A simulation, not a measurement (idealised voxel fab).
The name of this process module is voxel capacitor over wiring.
Shown is cross-section cut, with a width of 250 nm and square cells of size 5 nm.
Think of the cross-section as a grid of square cells. We describe it in bands, top to bottom, and each band covers one or more rows of those cells.
Top height, bottom height, nm. Materials left to right, width each, nm. Single material + "throughout" = fills band edge to edge. "empty" = empty.
Measure heights from 0. That's the level where, below it, the as-received wafer is all one material. The lowest band is bottomless and extends downward; write it as in "z 0 and below".
Graded width ("30->40"): value in top row of band = first number; value in bottom row = second number; row-to-row change constant.
"nothing different" after a step means that no cell of the cross-section changed.
"Closed cavities" specifies each empty space that is not open to the top and that occupies no fewer than 8 cells, using the form width x height at distance, the distance measured from the left edge and all three quantities in nm.
Anything after a step's settings on that line? It's the simulator's own note about the step.
The "overlay nm" setting may appear on a step's line; for a step that uses a mask, it gives how far to the right of its planned position the mask lay, and a negative value indicates the left.
## This section lists the process steps that were planned
1,op RECEIVE | material Si
2,op CONFORMAL_DEP | material SiO2 | thk nm 15
3,op CONFORMAL_DEP | material SiN | thk nm 5
4,op DIRECTIONAL_DEP | material SiO2 | thk nm 15
5,op PATTERN | tone open | mask id METAL_1 | material resist | width nm 25 | pitch nm 95 | thk nm 15 | overlay nm 0
6,op DIRECTIONAL_ETCH | etch materials SiO2 | depth nm 15
7,op DIRECTIONAL_ETCH | etch materials SiN | depth nm 5
8,op STRIP | etch materials resist
9,op CONFORMAL_DEP | material TiN | thk nm 5
10,op FILL_DEP | material W | thk nm 10
11,op CMP | height nm 35
12,op EPI | material Ru | thk nm 5
13,op FILL_DEP | material SiCN | thk nm 5
14,op DIRECTIONAL_DEP | material SiO2 | thk nm 20
15,op MASKED_ETCH | tone open | mask id PLUG_1 | width nm 15 | etch materials SiO2 | depth nm 20 | overlay nm 0
16,op MASKED_ETCH | tone open | mask id PLUG_1 | width nm 15 | etch materials SiCN | depth nm 5 | overlay nm 0
17,op CONFORMAL_DEP | material TiN | thk nm 5
18,op FILL_DEP | material Cu | thk nm 5
19,op CMP | height nm 65
20,op DIRECTIONAL_DEP | material TiN | thk nm 10
21,op DIRECTIONAL_DEP | material HfO2 | thk nm 5
22,op DIRECTIONAL_DEP | material TiN | thk nm 10
23,op DIRECTIONAL_DEP | material aC | thk nm 10
24,op PATTERN | tone cover | mask id UPPER_PLATE | material resist | width nm 65 | thk nm 25 | overlay nm 0
25,op DIRECTIONAL_ETCH | etch materials aC | depth nm 10
26,op STRIP | etch materials resist
27,op DIRECTIONAL_ETCH | etch materials TiN | depth nm 10
28,op DIRECTIONAL_ETCH | etch materials HfO2 | depth nm 5
29,op STRIP | etch materials aC
30,op DIRECTIONAL_DEP | material aC | thk nm 10
31,op PATTERN | tone cover | mask id LOWER_PLATE | material resist | width nm 85 | thk nm 30 | overlay nm 0
32,op DIRECTIONAL_ETCH | etch materials aC | depth nm 10
33,op STRIP | etch materials resist
34,op DIRECTIONAL_ETCH | etch materials TiN | depth nm 10
35,op STRIP | etch materials aC
36,op FILL_DEP | material SiO2 | thk nm 15
37,op CMP | height nm 100
38,op DIRECTIONAL_DEP | material aC | thk nm 10
39,op PATTERN | tone open | mask id PLUG_2 | material resist | width nm 15 | thk nm 30 | overlay nm 0
40,op DIRECTIONAL_ETCH | etch materials aC | depth nm 10
41,op STRIP | etch materials resist
42,op DIRECTIONAL_ETCH | etch materials SiO2 | depth nm 10
43,op STRIP | etch materials aC
44,op CONFORMAL_DEP | material TiN | thk nm 5
45,op FILL_DEP | material Ru | thk nm 5
46,op CMP | height nm 100
47,op CONFORMAL_DEP | material SiN | thk nm 5
Among the wafers covered here, the point of difference is the width nm at step 24; their starting state is shared, and the plan presents the value of the first wafer.
## Cross-section of the first incoming wafer of several, state after step 1
z 0 and below | Si throughout
Closed cavities: none
## The figure below presents a cross-section of the first of several wafers at the conclusion of the module, following its last step, step 47
z 105 to 100 | SiN throughout
z 100 to 95 | SiO2=85; TiN=5; Ru=5; TiN=5; SiO2=150
z 95 to 90 | SiO2=85; TiN=15; SiO2=150
z 90 to 80 | SiO2=80; TiN=65; SiO2=105
z 80 to 75 | SiO2=80; HfO2=65; SiO2=105
z 75 to 65 | SiO2=70; TiN=85; SiO2=95
z 65 to 45 | SiO2=75; TiN=5; Cu=5; TiN=5; SiO2=160
z 45 to 40 | SiCN=75; TiN=15; SiCN=160
z 40 to 35 | SiCN=60; Ru=35; SiCN=60; Ru=35; SiCN=60
z 35 to 20 | SiO2=65; TiN=5; W=15; TiN=5; SiO2=70; TiN=5; W=15; TiN=5; SiO2=65
z 20 to 15 | SiN=65; TiN=25; SiN=70; TiN=25; SiN=65
z 15 to 0 | SiO2 throughout
z 0 and below | Si throughout
Closed cavities: none
## Cross-sectional depiction of the last of several wafers upon completion of the module
z 105 to 100 | SiN throughout
z 100 to 95 | SiO2=85; TiN=5; Ru=5; TiN=5; SiO2=150
z 95 to 90 | SiO2=85; TiN=15; SiO2=150
z 90 to 80 | SiO2=70; TiN=85; SiO2=95
z 80 to 75 | SiO2=70; HfO2=90; SiO2=90
z 75 to 65 | SiO2=70; TiN=90; SiO2=90
z 65 to 45 | SiO2=75; TiN=5; Cu=5; TiN=5; SiO2=160
z 45 to 40 | SiCN=75; TiN=15; SiCN=160
z 40 to 35 | SiCN=60; Ru=35; SiCN=60; Ru=35; SiCN=60
z 35 to 20 | SiO2=65; TiN=5; W=15; TiN=5; SiO2=70; TiN=5; W=15; TiN=5; SiO2=65
z 20 to 15 | SiN=65; TiN=25; SiN=70; TiN=25; SiN=65
z 15 to 0 | SiO2 throughout
z 0 and below | Si throughout
Closed cavities: none
## Tabulated below, wafer by wafer, are the end-of-module results: for each material, the number of cells gained (+) or lost (-) relative to the as-received state, followed by the closed voids
width nm 65; +4 Cu; +13 HfO2; +15 Ru; +83 SiCN; +90 SiN; +729 SiO2; +98 TiN; +18 W; Closed cavities: none
width nm 70; +4 Cu; +14 HfO2; +15 Ru; +83 SiCN; +90 SiN; +726 SiO2; +100 TiN; +18 W; Closed cavities: none
width nm 75; +4 Cu; +15 HfO2; +15 Ru; +83 SiCN; +90 SiN; +723 SiO2; +102 TiN; +18 W; Closed cavities: none
width nm 80; +4 Cu; +16 HfO2; +15 Ru; +83 SiCN; +90 SiN; +720 SiO2; +104 TiN; +18 W; Closed cavities: none
width nm 85; +4 Cu; +17 HfO2; +15 Ru; +83 SiCN; +90 SiN; +717 SiO2; +106 TiN; +18 W; Closed cavities: none
width nm 90; +4 Cu; +18 HfO2; +15 Ru; +83 SiCN; +90 SiN; +714 SiO2; +108 TiN; +18 W; Closed cavities: none
